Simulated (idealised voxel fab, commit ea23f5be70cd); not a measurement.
The following process module bears the name voxel ribs on slabs.
Square cells of 5 nm make up the cross-section cut, whose width is 285 nm.
Format of a cross-section: grid, square cells. Given as bands. Order: top down. Band: one or more rows of cells. First you get the band's top height and its bottom height, in nm, and then the materials it's made of, left to right, with each width in nm. If you see a single material with "all across", that one covers the band edge to edge. "air" is empty space. For the purposes of this specification, 0 denotes the height below which the wafer in its as-received condition is composed wholly of one material, and the lowermost band, lacking a lower limit, extends downward without end, as expressed in "0 and below". A width given as "30 to 40" starts at the first number in the band's top row and ends at the second number in its bottom row, shifting by an equal amount at every step from row to row. Take "everything unchanged" at face value: in the step it is given for, the cross-section changed in none of its cells. In "Listed closed voids" the enclosed voids are listed, meaning empty spaces of 8 cells or larger without any opening to the top. The form is width x height at distance, distance from the left edge, units nm. Post-settings text on a step line: simulator's own remark regarding the step. When a step includes a mask, the "overlay nm" setting on its line states how far to the right of its planned place that mask lay, and negative values state how far to the left.

### This section lists the process steps that were planned
step 1: RECEIVE | material Si
step 2: DIRECTIONAL_DEP | material SiO2 | thk nm 30
step 3: DIRECTIONAL_DEP | material SiN | thk nm 15
step 4: PATTERN | tone cover | mask id RIB | material resist | width nm 25 | thk nm 20 | overlay nm 0
step 5: DIRECTIONAL_ETCH | etch materials SiN | depth nm 5
step 6: STRIP | etch materials resist
step 7: MASKED_ETCH | tone cover | mask id SLAB | width nm 55 | etch materials SiN | depth nm 10 | overlay nm 0
step 8: FILL_DEP | material SiO2 | thk nm 20
step 9: CMP | height nm 55
step 10: DIRECTIONAL_DEP | material W | thk nm 10
step 11: MASKED_ETCH | tone cover | mask id HEATER | width nm 35 | etch materials W | depth nm 10 | overlay nm 0
step 12: CONFORMAL_DEP | material SiO2 | thk nm 5

### As received (post step 1): cross-section
> 0 and below = Si all across
> Listed closed voids: none

### Final wafer profile in cross-section after the module, from the same start and plan as above, with one mistake made during processing
> 70 down to 65 = air 120, SiO2 45, air 120
> 65 down to 60 = air 120, SiO2 5, W 35, SiO2 5, air 120
> 60 down to 55 = SiO2 125, W 35, SiO2 125
> 55 down to 45 = SiO2 all across
> 45 down to 40 = SiO2 115, SiN 15, SiO2 25, SiN 15, SiO2 115
> 40 down to 35 = SiO2 115, SiN 55, SiO2 115
> 35 down to 30 = SiN all across
> 30 down to 0 = SiO2 all across
> 0 and below = Si all across
> Listed closed voids: none
It is concluded that the wafer was processed incorrectly with respect to the plan, in that it should be noted that step 4 was executed with settings other than those planned, the operation and settings actually applied being PATTERN | tone open | mask id RIB | material resist | width nm 25 | thk nm 20 | overlay nm 0
